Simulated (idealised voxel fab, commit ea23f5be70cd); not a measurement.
Process module under the name voxel tone inversion
The width of the displayed cross-section, cut, is 275 nm; its cells are square, with a size of 5 nm.
This document writes a cross-section as a grid whose cells are square, and gives it as bands, listed from the top down; one or more rows of cells form a band.
Each band's line starts with the height of the band's top and of its bottom, in nm. Then come its materials from left to right, each with its width in nm. One material with "throughout" fills the band from edge to edge. "empty" is empty space.
For the purposes of this specification, 0 denotes the height below which the wafer in its as-received condition is composed wholly of one material, and the lowermost band, lacking a lower limit, extends downward without end, as expressed in "0..down".
Width: "30->40" (first number = top row, second number = bottom row, same change from row to row of cells).
The designation "remained the same", where it is given for a processing step, indicates that no cell of the cross-section was altered in the course of that step.
Each empty space that has no open way to the top and spans at least 8 cells appears under "Tabulated closed voids" as width x height at distance, the distance counted from the left edge, all in nm.
after a step's settings: what the simulator itself notes on the step
Steps that use a mask can have "overlay nm" on their line. It says how far the mask sat to the right of where it was meant to be. Negative means to the left.

Steps planned for the process:
1,RECEIVE (material Si)
2,CONFORMAL_DEP (material SiCN; thk nm 5)
3,DIRECTIONAL_DEP (material aC; thk nm 25)
4,PATTERN (tone cover; mask id POSTS; material resist; width nm 15; pitch nm 35; thk nm 35; overlay nm 0)
5,DIRECTIONAL_ETCH (etch materials aC; depth nm 25)
6,STRIP (etch materials resist)
7,FILL_DEP (material lowk; thk nm 10)
8,CMP (height nm 30)
9,STRIP (etch materials aC)

As-received wafer cross-section (after step 1):
* 0..down | Si throughout
* Tabulated closed voids: none

Cross-section: first of two wafers, module finished, run according to plan:
* 30..5 | lowk 75  empty 15  lowk 20  empty 15  lowk 20  empty 15  lowk 20  empty 15  lowk 80
* 5..0 | SiCN throughout
* 0..down | Si throughout
* Tabulated closed voids: none

Cross-section of the latter of the two wafers at module completion. It had an identical start and an identical plan to the former; in running it, one mistake was made:
* 30..25 | SiCN throughout
* 25..0 | aC throughout
* 0..down | Si throughout
* Tabulated closed voids: none
What was the processing mistake? step 2 ran in the slot meant for step 3, and vice versa
Upon completion, the second wafer contains, in terms of cells, a greater or smaller amount of certain materials than the first wafer: aC: 275 more | lowk: 215 fewer
